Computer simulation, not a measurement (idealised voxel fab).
Process module in this document: voxel self aligned contacts
The cross-section shown here is cut; it is 170 nm wide and divided into square cells measuring 5 nm on a side.
In this document a cross-section is written as a grid of square cells. It is given as a series of bands, listed from the top down, and a band is one or more rows of cells.
Within each band entry, the heights of the top and of the bottom of the band appear first, in that order and in nm; the materials of the band then follow from left to right, each with its corresponding width in nm. The designation "everywhere" on a single material indicates that it fills the band from edge to edge; the designation "empty" indicates empty space.
Where do heights start? At 0: under that level the wafer as delivered is made of one material only. And the lowest band has no floor; it just carries on downward, as in "0 and below".
So if you see something like "30 to 40" for the width, read it as the top row of the band sitting at the first number and the bottom row at the second, with every row in between moving by the same amount as the last.
Reading "all unchanged" for a step: not a cell of the cross-section changed in it.
Entry "Closed empty spaces" = empty spaces >= 8 cells with no open way to the top; each as width x height at distance, distance from left edge, all nm.
On each step's line, the part that comes after the settings is the simulator's own comment on the step.
overlay nm: right-of-plan distance of the mask on a masked step; negative values mean left-of-plan.

## This section lists the process steps that were planned
1 RECEIVE,material Si
2 OXIDIZE,depth nm 5
3 DIRECTIONAL_DEP,material polySi,thk nm 20
4 DIRECTIONAL_DEP,material SiN,thk nm 15
5 DIRECTIONAL_DEP,material aC,thk nm 10
6 PATTERN,tone cover,mask id GATE,material resist,width nm 35,pitch nm 65,thk nm 25,overlay nm 0
7 DIRECTIONAL_ETCH,etch materials aC,depth nm 10
8 STRIP,etch materials resist
9 DIRECTIONAL_ETCH,etch materials SiN,depth nm 15
10 DIRECTIONAL_ETCH,etch materials polySi,depth nm 20
11 STRIP,etch materials aC
12 CONFORMAL_DEP,material SiN,thk nm 5
13 DIRECTIONAL_ETCH,etch materials SiN,depth nm 5
14 FILL_DEP,material SiO2,thk nm 15
15 CMP,height nm 40
16 DIRECTIONAL_DEP,material aC,thk nm 15
17 PATTERN,tone open,mask id CONTACT,material resist,width nm 50,thk nm 30,overlay nm 0
18 DIRECTIONAL_ETCH,etch materials aC,depth nm 15
19 STRIP,etch materials resist
20 DIRECTIONAL_ETCH,etch materials SiO2,depth nm 45
21 STRIP,etch materials aC
22 CONFORMAL_DEP,material TiN,thk nm 5
23 FILL_DEP,material W,thk nm 10
24 CMP,height nm 40
25 CONFORMAL_DEP,material SiCN,thk nm 5

## The following pertains to the first of two wafers, which was processed as planned

## As-received state of the wafer in cross-section, equivalent to post-step 1
- 0 and below | Si everywhere
- Closed empty spaces: none

## After step 2: wafer cross-section
- 0 down to -5 | SiO2 everywhere
- Beneath the level -5, the cross-section is identical to its previous state.

## After step 3: wafer cross-section
- 20 down to 0 | polySi everywhere
- Beneath the level 0, the cross-section is identical to its previous state.

## After step 4: wafer cross-section
- 35 down to 20 | SiN everywhere
- Beneath the level 20, the cross-section is identical to its previous state.

## After step 5: wafer cross-section
- 45 down to 35 | aC everywhere
- Beneath the level 35, the cross-section is identical to its previous state.

## After step 6: wafer cross-section
- 70 down to 45 | 35 nm empty; 35 nm resist; 30 nm empty; 35 nm resist; 35 nm empty
- Beneath the level 45, the cross-section is identical to its previous state.

## After step 7: wafer cross-section
- 60 down to 45 | 35 nm empty; 35 nm resist; 30 nm empty; 35 nm resist; 35 nm empty
- 45 down to 35 | 35 nm empty; 35 nm aC; 30 nm empty; 35 nm aC; 35 nm empty
- Beneath the level 35, the cross-section is identical to its previous state.

## After step 8: wafer cross-section
- 45 down to 35 | 35 nm empty; 35 nm aC; 30 nm empty; 35 nm aC; 35 nm empty
- Beneath the level 35, the cross-section is identical to its previous state.

## After step 9: wafer cross-section
- 45 down to 35 | 35 nm empty; 35 nm aC; 30 nm empty; 35 nm aC; 35 nm empty
- 35 down to 20 | 35 nm empty; 35 nm SiN; 30 nm empty; 35 nm SiN; 35 nm empty
- Beneath the level 20, the cross-section is identical to its previous state.

## After step 10: wafer cross-section
- 45 down to 35 | 35 nm empty; 35 nm aC; 30 nm empty; 35 nm aC; 35 nm empty
- 35 down to 20 | 35 nm empty; 35 nm SiN; 30 nm empty; 35 nm SiN; 35 nm empty
- 20 down to 0 | 35 nm empty; 35 nm polySi; 30 nm empty; 35 nm polySi; 35 nm empty
- Beneath the level 0, the cross-section is identical to its previous state.

## After step 11: wafer cross-section
- 35 down to 20 | 35 nm empty; 35 nm SiN; 30 nm empty; 35 nm SiN; 35 nm empty
- Beneath the level 20, the cross-section is identical to its previous state.

## After step 12: wafer cross-section
- 40 down to 20 | 30 nm empty; 45 nm SiN; 20 nm empty; 45 nm SiN; 30 nm empty
- 20 down to 5 | 30 nm empty; 5 nm SiN; 35 nm polySi; 5 nm SiN; 20 nm empty; 5 nm SiN; 35 nm polySi; 5 nm SiN; 30 nm empty
- 5 down to 0 | 35 nm SiN; 35 nm polySi; 30 nm SiN; 35 nm polySi; 35 nm SiN
- Beneath the level 0, the cross-section is identical to its previous state.

## After step 13: wafer cross-section
- 35 down to 20 | 30 nm empty; 45 nm SiN; 20 nm empty; 45 nm SiN; 30 nm empty
- 20 down to 0 | 30 nm empty; 5 nm SiN; 35 nm polySi; 5 nm SiN; 20 nm empty; 5 nm SiN; 35 nm polySi; 5 nm SiN; 30 nm empty
- Beneath the level 0, the cross-section is identical to its previous state.

## After step 14: wafer cross-section
- 50 down to 35 | SiO2 everywhere
- 35 down to 20 | 30 nm SiO2; 45 nm SiN; 20 nm SiO2; 45 nm SiN; 30 nm SiO2
- 20 down to 0 | 30 nm SiO2; 5 nm SiN; 35 nm polySi; 5 nm SiN; 20 nm SiO2; 5 nm SiN; 35 nm polySi; 5 nm SiN; 30 nm SiO2
- Beneath the level 0, the cross-section is identical to its previous state.

## After step 15: wafer cross-section
- 40 down to 35 | SiO2 everywhere
- Beneath the level 35, the cross-section is identical to its previous state.

## After step 16: wafer cross-section
- 55 down to 40 | aC everywhere
- Beneath the level 40, the cross-section is identical to its previous state.

## After step 17: wafer cross-section
- 85 down to 55 | 60 nm resist; 50 nm empty; 60 nm resist
- Beneath the level 55, the cross-section is identical to its previous state.

## After step 18: wafer cross-section
- 70 down to 55 | 60 nm resist; 50 nm empty; 60 nm resist
- 55 down to 40 | 60 nm aC; 50 nm empty; 60 nm aC
- Beneath the level 40, the cross-section is identical to its previous state.

## After step 19: wafer cross-section
- 55 down to 40 | 60 nm aC; 50 nm empty; 60 nm aC
- Beneath the level 40, the cross-section is identical to its previous state.

## After step 20: wafer cross-section
- 55 down to 40 | 60 nm aC; 50 nm empty; 60 nm aC
- 40 down to 35 | 60 nm SiO2; 50 nm empty; 60 nm SiO2
- 35 down to 20 | 30 nm SiO2; 45 nm SiN; 20 nm empty; 45 nm SiN; 30 nm SiO2
- 20 down to 0 | 30 nm SiO2; 5 nm SiN; 35 nm polySi; 5 nm SiN; 20 nm empty; 5 nm SiN; 35 nm polySi; 5 nm SiN; 30 nm SiO2
- 0 down to -5 | 75 nm SiO2; 20 nm empty; 75 nm SiO2
- Beneath the level -5, the cross-section is identical to its previous state.

## After step 21: wafer cross-section
- 40 down to 35 | 60 nm SiO2; 50 nm empty; 60 nm SiO2
- Beneath the level 35, the cross-section is identical to its previous state.

## After step 22: wafer cross-section
- 45 down to 40 | 65 nm TiN; 40 nm empty; 65 nm TiN
- 40 down to 35 | 60 nm SiO2; 20 nm TiN; 10 nm empty; 20 nm TiN; 60 nm SiO2
- 35 down to 20 | 30 nm SiO2; 45 nm SiN; 5 nm TiN; 10 nm empty; 5 nm TiN; 45 nm SiN; 30 nm SiO2
- 20 down to 0 | 30 nm SiO2; 5 nm SiN; 35 nm polySi; 5 nm SiN; 5 nm TiN; 10 nm empty; 5 nm TiN; 5 nm SiN; 35 nm polySi; 5 nm SiN; 30 nm SiO2
- 0 down to -5 | 75 nm SiO2; 20 nm TiN; 75 nm SiO2
- Beneath the level -5, the cross-section is identical to its previous state.

## After step 23: wafer cross-section
- 55 down to 45 | W everywhere
- 45 down to 40 | 65 nm TiN; 40 nm W; 65 nm TiN
- 40 down to 35 | 60 nm SiO2; 20 nm TiN; 10 nm W; 20 nm TiN; 60 nm SiO2
- 35 down to 20 | 30 nm SiO2; 45 nm SiN; 5 nm TiN; 10 nm W; 5 nm TiN; 45 nm SiN; 30 nm SiO2
- 20 down to 0 | 30 nm SiO2; 5 nm SiN; 35 nm polySi; 5 nm SiN; 5 nm TiN; 10 nm W; 5 nm TiN; 5 nm SiN; 35 nm polySi; 5 nm SiN; 30 nm SiO2
- Beneath the level 0, the cross-section is identical to its previous state.

## After step 24: wafer cross-section
- 40 down to 35 | 60 nm SiO2; 20 nm TiN; 10 nm W; 20 nm TiN; 60 nm SiO2
- Beneath the level 35, the cross-section is identical to its previous state.

## After step 25: wafer cross-section
- 45 down to 40 | SiCN everywhere
- Beneath the level 40, the cross-section is identical to its previous state.

## Wafer two of two - same starting point, same process plan, one mistake in execution; matches wafer one up to and including step 11

## Second wafer: cross-section at the scheduled end of step 12
- 30 down to 20 | 35 nm empty; 35 nm SiN; 30 nm empty; 35 nm SiN; 35 nm empty
- Beneath the level 20, the cross-section is identical to its previous state.

## Second wafer: cross-section at the scheduled end of step 13
- 35 down to 20 | 30 nm empty; 45 nm SiN; 20 nm empty; 45 nm SiN; 30 nm empty
- 20 down to 5 | 30 nm empty; 5 nm SiN; 35 nm polySi; 5 nm SiN; 20 nm empty; 5 nm SiN; 35 nm polySi; 5 nm SiN; 30 nm empty
- 5 down to 0 | 35 nm SiN; 35 nm polySi; 30 nm SiN; 35 nm polySi; 35 nm SiN
- Beneath the level 0, the cross-section is identical to its previous state.

## Second wafer: cross-section at the scheduled end of step 14
- 50 down to 35 | SiO2 everywhere
- 35 down to 20 | 30 nm SiO2; 45 nm SiN; 20 nm SiO2; 45 nm SiN; 30 nm SiO2
- 20 down to 5 | 30 nm SiO2; 5 nm SiN; 35 nm polySi; 5 nm SiN; 20 nm SiO2; 5 nm SiN; 35 nm polySi; 5 nm SiN; 30 nm SiO2
- Beneath the level 5, the cross-section is identical to its previous state.

## Second wafer: cross-section at the scheduled end of step 15
- 40 down to 35 | SiO2 everywhere
- Beneath the level 35, the cross-section is identical to its previous state.

## Second wafer: cross-section at the scheduled end of step 16
- 55 down to 40 | aC everywhere
- Beneath the level 40, the cross-section is identical to its previous state.

## Second wafer: cross-section at the scheduled end of step 17
- 85 down to 55 | 60 nm resist; 50 nm empty; 60 nm resist
- Beneath the level 55, the cross-section is identical to its previous state.

## Second wafer: cross-section at the scheduled end of step 18
- 70 down to 55 | 60 nm resist; 50 nm empty; 60 nm resist
- 55 down to 40 | 60 nm aC; 50 nm empty; 60 nm aC
- Beneath the level 40, the cross-section is identical to its previous state.

## Second wafer: cross-section at the scheduled end of step 19
- 55 down to 40 | 60 nm aC; 50 nm empty; 60 nm aC
- Beneath the level 40, the cross-section is identical to its previous state.

## Second wafer: cross-section at the scheduled end of step 20
- 55 down to 40 | 60 nm aC; 50 nm empty; 60 nm aC
- 40 down to 35 | 60 nm SiO2; 50 nm empty; 60 nm SiO2
- 35 down to 20 | 30 nm SiO2; 45 nm SiN; 20 nm empty; 45 nm SiN; 30 nm SiO2
- 20 down to 5 | 30 nm SiO2; 5 nm SiN; 35 nm polySi; 5 nm SiN; 20 nm empty; 5 nm SiN; 35 nm polySi; 5 nm SiN; 30 nm SiO2
- Beneath the level 5, the cross-section is identical to its previous state.

## Second wafer: cross-section at the scheduled end of step 21
- 40 down to 35 | 60 nm SiO2; 50 nm empty; 60 nm SiO2
- Beneath the level 35, the cross-section is identical to its previous state.

## Second wafer: cross-section at the scheduled end of step 22
- 45 down to 40 | 65 nm TiN; 40 nm empty; 65 nm TiN
- 40 down to 35 | 60 nm SiO2; 20 nm TiN; 10 nm empty; 20 nm TiN; 60 nm SiO2
- 35 down to 20 | 30 nm SiO2; 45 nm SiN; 5 nm TiN; 10 nm empty; 5 nm TiN; 45 nm SiN; 30 nm SiO2
- 20 down to 10 | 30 nm SiO2; 5 nm SiN; 35 nm polySi; 5 nm SiN; 5 nm TiN; 10 nm empty; 5 nm TiN; 5 nm SiN; 35 nm polySi; 5 nm SiN; 30 nm SiO2
- 10 down to 5 | 30 nm SiO2; 5 nm SiN; 35 nm polySi; 5 nm SiN; 20 nm TiN; 5 nm SiN; 35 nm polySi; 5 nm SiN; 30 nm SiO2
- Beneath the level 5, the cross-section is identical to its previous state.

## Second wafer: cross-section at the scheduled end of step 23
- 55 down to 45 | W everywhere
- 45 down to 40 | 65 nm TiN; 40 nm W; 65 nm TiN
- 40 down to 35 | 60 nm SiO2; 20 nm TiN; 10 nm W; 20 nm TiN; 60 nm SiO2
- 35 down to 20 | 30 nm SiO2; 45 nm SiN; 5 nm TiN; 10 nm W; 5 nm TiN; 45 nm SiN; 30 nm SiO2
- 20 down to 10 | 30 nm SiO2; 5 nm SiN; 35 nm polySi; 5 nm SiN; 5 nm TiN; 10 nm W; 5 nm TiN; 5 nm SiN; 35 nm polySi; 5 nm SiN; 30 nm SiO2
- Beneath the level 10, the cross-section is identical to its previous state.

## Second wafer: cross-section at the scheduled end of step 24
- 40 down to 35 | 60 nm SiO2; 20 nm TiN; 10 nm W; 20 nm TiN; 60 nm SiO2
- Beneath the level 35, the cross-section is identical to its previous state.

## Second wafer: cross-section at the scheduled end of step 25
- 45 down to 40 | SiCN everywhere
- Beneath the level 40, the cross-section is identical to its previous state.
The mistake made against the process plan was this: steps 12 and 13 were swapped
The second wafer ends with more or fewer cells of some materials than the first, per final count: SiN: 16 more; SiO2: 8 fewer; TiN: 4 fewer; W: 4 fewer
